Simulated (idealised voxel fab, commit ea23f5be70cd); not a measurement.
process module | voxel trench capacitor
cross-section cut | 265 nm wide | cells 5 nm
A cross-section is a grid of square cells, given in bands from the top down. A band is one or more rows of cells.
Each band's line starts with the height of the band's top and of its bottom, in nm. Then come its materials from left to right, each with its width in nm. One material with "throughout" fills the band from edge to edge. "air" is empty space.
Height 0 is the level under which the wafer as received is all one material. The lowest band goes on downwards, as in "0 down".
A width such as "30 to 40" changes by the same amount from each row of cells to the next, from the band's top row to its bottom row.
"no change" after a step means that no cell of the cross-section changed.
closed voids: empty space of 8 cells or more with no open way to the top, each as width x height at its distance from the left edge, in nm
after a step's settings: what the simulator itself notes on the step
overlay nm, on a step with a mask: how far to the right of its planned place the mask lay; to the left if negative
plan
1 op RECEIVE | material Si
2 op CONFORMAL_DEP | material SiN | thk nm 5
3 op MASKED_ETCH | tone open | mask id TRENCH | width nm 25 | pitch nm 45 | etch materials SiN | depth nm 5 | overlay nm 0
4 op MASKED_ETCH | tone open | mask id TRENCH | width nm 25 | pitch nm 45 | etch materials Si | depth nm 30 | overlay nm 0
5 op CONFORMAL_DEP | material HfO2 | thk nm 5
6 op CONFORMAL_DEP | material TiN | thk nm 5
7 op FILL_DEP | material W | thk nm 5
8 op CMP | height nm 5
first wafer, as planned
as received, after step 1
  0 down: Si throughout
  closed voids: none
after step 2
  5 to 0: SiN throughout
  below 0: unchanged
after step 3
  5 to 0: SiN 75 | air 25 | SiN 20 | air 25 | SiN 20 | air 25 | SiN 75
  below 0: unchanged
after step 4
  5 to 0: SiN 75 | air 25 | SiN 20 | air 25 | SiN 20 | air 25 | SiN 75
  0 to -30: Si 75 | air 25 | Si 20 | air 25 | Si 20 | air 25 | Si 75
  below -30: unchanged
after step 5
  10 to 5: HfO2 80 | air 15 | HfO2 30 | air 15 | HfO2 30 | air 15 | HfO2 80
  5 to 0: SiN 75 | HfO2 5 | air 15 | HfO2 5 | SiN 20 | HfO2 5 | air 15 | HfO2 5 | SiN 20 | HfO2 5 | air 15 | HfO2 5 | SiN 75
  0 to -25: Si 75 | HfO2 5 | air 15 | HfO2 5 | Si 20 | HfO2 5 | air 15 | HfO2 5 | Si 20 | HfO2 5 | air 15 | HfO2 5 | Si 75
  -25 to -30: Si 75 | HfO2 25 | Si 20 | HfO2 25 | Si 20 | HfO2 25 | Si 75
  below -30: unchanged
after step 6
  15 to 10: TiN 85 | air 5 | TiN 40 | air 5 | TiN 40 | air 5 | TiN 85
  10 to 5: HfO2 80 | TiN 5 | air 5 | TiN 5 | HfO2 30 | TiN 5 | air 5 | TiN 5 | HfO2 30 | TiN 5 | air 5 | TiN 5 | HfO2 80
  5 to 0: SiN 75 | HfO2 5 | TiN 5 | air 5 | TiN 5 | HfO2 5 | SiN 20 | HfO2 5 | TiN 5 | air 5 | TiN 5 | HfO2 5 | SiN 20 | HfO2 5 | TiN 5 | air 5 | TiN 5 | HfO2 5 | SiN 75
  0 to -20: Si 75 | HfO2 5 | TiN 5 | air 5 | TiN 5 | HfO2 5 | Si 20 | HfO2 5 | TiN 5 | air 5 | TiN 5 | HfO2 5 | Si 20 | HfO2 5 | TiN 5 | air 5 | TiN 5 | HfO2 5 | Si 75
  -20 to -25: Si 75 | HfO2 5 | TiN 15 | HfO2 5 | Si 20 | HfO2 5 | TiN 15 | HfO2 5 | Si 20 | HfO2 5 | TiN 15 | HfO2 5 | Si 75
  below -25: unchanged
after step 7
  20 to 15: W throughout
  15 to 10: TiN 85 | W 5 | TiN 40 | W 5 | TiN 40 | W 5 | TiN 85
  10 to 5: HfO2 80 | TiN 5 | W 5 | TiN 5 | HfO2 30 | TiN 5 | W 5 | TiN 5 | HfO2 30 | TiN 5 | W 5 | TiN 5 | HfO2 80
  5 to 0: SiN 75 | HfO2 5 | TiN 5 | W 5 | TiN 5 | HfO2 5 | SiN 20 | HfO2 5 | TiN 5 | W 5 | TiN 5 | HfO2 5 | SiN 20 | HfO2 5 | TiN 5 | W 5 | TiN 5 | HfO2 5 | SiN 75
  0 to -20: Si 75 | HfO2 5 | TiN 5 | W 5 | TiN 5 | HfO2 5 | Si 20 | HfO2 5 | TiN 5 | W 5 | TiN 5 | HfO2 5 | Si 20 | HfO2 5 | TiN 5 | W 5 | TiN 5 | HfO2 5 | Si 75
  below -20: unchanged
after step 8
  5 to 0: SiN 75 | HfO2 5 | TiN 5 | W 5 | TiN 5 | HfO2 5 | SiN 20 | HfO2 5 | TiN 5 | W 5 | TiN 5 | HfO2 5 | SiN 20 | HfO2 5 | TiN 5 | W 5 | TiN 5 | HfO2 5 | SiN 75
  below 0: unchanged
second wafer: like start, like plan, one mistake. Through step 7 it matches the first wafer
when step 8 should have ended
  15 to 10: TiN 85 | W 5 | TiN 40 | W 5 | TiN 40 | W 5 | TiN 85
  below 10: unchanged
what went wrong: step 8 ran as: op CMP | height nm 15
at the end the second wafer has, in cells: 44 more of HfO2 | 56 more of TiN | 6 more of W
